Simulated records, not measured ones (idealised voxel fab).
A process module follows: voxel self aligned vias.
Xsec cut, 180 nm wide, square cell size 5 nm.
In this document a cross-section is written as a grid of square cells. It is given as a series of bands, listed from the top down, and a band is one or more rows of cells. Per band: top height and bottom height in nm, followed by the left-to-right materials and their widths in nm; "full width" marks a single material spanning edge to edge, "empty" marks empty space. Measure heights from 0. That's the level where, below it, the as-received wafer is all one material. The lowest band is bottomless and extends downward; write it as in "0 down". The two numbers in a width such as "30->40" mark its ends across the band: the first belongs to the top row of cells, the second to the bottom row, and from each row to the next the width moves by the same amount. Key: "no alterations made" - step with no changed cell in the cross-section. What "Listed closed voids" gives you is every empty space of 8 cells or more that is cut off from the top. Each appears as width x height at distance, with the distance taken from the left edge and width, height and distance all in nm. Step line, after settings: the simulator's comment on this step. overlay nm: mask offset rightward from planned place, masked step; negative means leftward offset.
THE STEPS PLANNED FOR THE PROCESS ARE AS FOLLOWS
| 1 | RECEIVE with material Si |
| 2 | CONFORMAL_DEP with material SiO2, thk nm 10 |
| 3 | CONFORMAL_DEP with material SiCN, thk nm 5 |
| 4 | DIRECTIONAL_DEP with material lowk, thk nm 25 |
| 5 | MASKED_ETCH with tone open, mask id LINES, width nm 30, pitch nm 75, etch materials lowk, depth nm 25, overlay nm 0 |
| 6 | CONFORMAL_DEP with material TiN, thk nm 5 |
| 7 | FILL_DEP with material Ru, thk nm 5 |
| 8 | CMP with height nm 40 |
| 9 | SELECTIVE_ETCH with etch materials W Ru TiN, depth nm 5 |
| 10 | FILL_DEP with material SiN, thk nm 5 |
| 11 | CMP with height nm 40 |
| 12 | DIRECTIONAL_DEP with material lowk, thk nm 20 |
| 13 | DIRECTIONAL_DEP with material aC, thk nm 15 |
| 14 | PATTERN with tone open, mask id VIAS, material resist, width nm 50, pitch nm 75, thk nm 30, overlay nm 0 |
| 15 | DIRECTIONAL_ETCH with etch materials aC, depth nm 15 |
| 16 | STRIP with etch materials resist |
| 17 | DIRECTIONAL_ETCH with etch materials lowk, depth nm 20 |
| 18 | DIRECTIONAL_ETCH with etch materials SiN, depth nm 5 |
| 19 | STRIP with etch materials aC |
| 20 | CONFORMAL_DEP with material TiN, thk nm 5 |
| 21 | FILL_DEP with material Ru, thk nm 5 |
| 22 | CMP with height nm 60 |
| 23 | CONFORMAL_DEP with material SiN, thk nm 5 |
CROSS-SECTION OF THE INCOMING WAFER, STATE AFTER STEP 1
    0 down  Si full width
    Listed closed voids: none
END STATE OF THE MODULE IN CROSS-SECTION, GIVEN THE ABOVE STARTING POINT AND PLAN AND ONE MISTAKE IN EXECUTION
    65 to 60  SiN full width
    60 to 45  30 nm lowk, then 5 nm TiN, then 30 nm Ru, then 5 nm TiN, then 35 nm lowk, then 5 nm TiN, then 30 nm Ru, then 5 nm TiN, then 35 nm lowk
    45 to 40  30 nm lowk, then 10 nm TiN, then 20 nm Ru, then 10 nm TiN, then 35 nm lowk, then 10 nm TiN, then 20 nm Ru, then 10 nm TiN, then 35 nm lowk
    40 to 35  35 nm lowk, then 30 nm TiN, then 45 nm lowk, then 30 nm TiN, then 40 nm lowk
    35 to 20  35 nm lowk, then 5 nm TiN, then 20 nm Ru, then 5 nm TiN, then 45 nm lowk, then 5 nm TiN, then 20 nm Ru, then 5 nm TiN, then 40 nm lowk
    20 to 15  35 nm lowk, then 30 nm TiN, then 45 nm lowk, then 30 nm TiN, then 40 nm lowk
    15 to 10  SiCN full width
    10 to 0  SiO2 full width
    0 down  Si full width
    Listed closed voids: none
Diagnosis: step 14 was run on a setting that differed from the plan, and what really ran there is PATTERN with tone open, mask id VIAS, material resist, width nm 40, pitch nm 75, thk nm 30, overlay nm 0
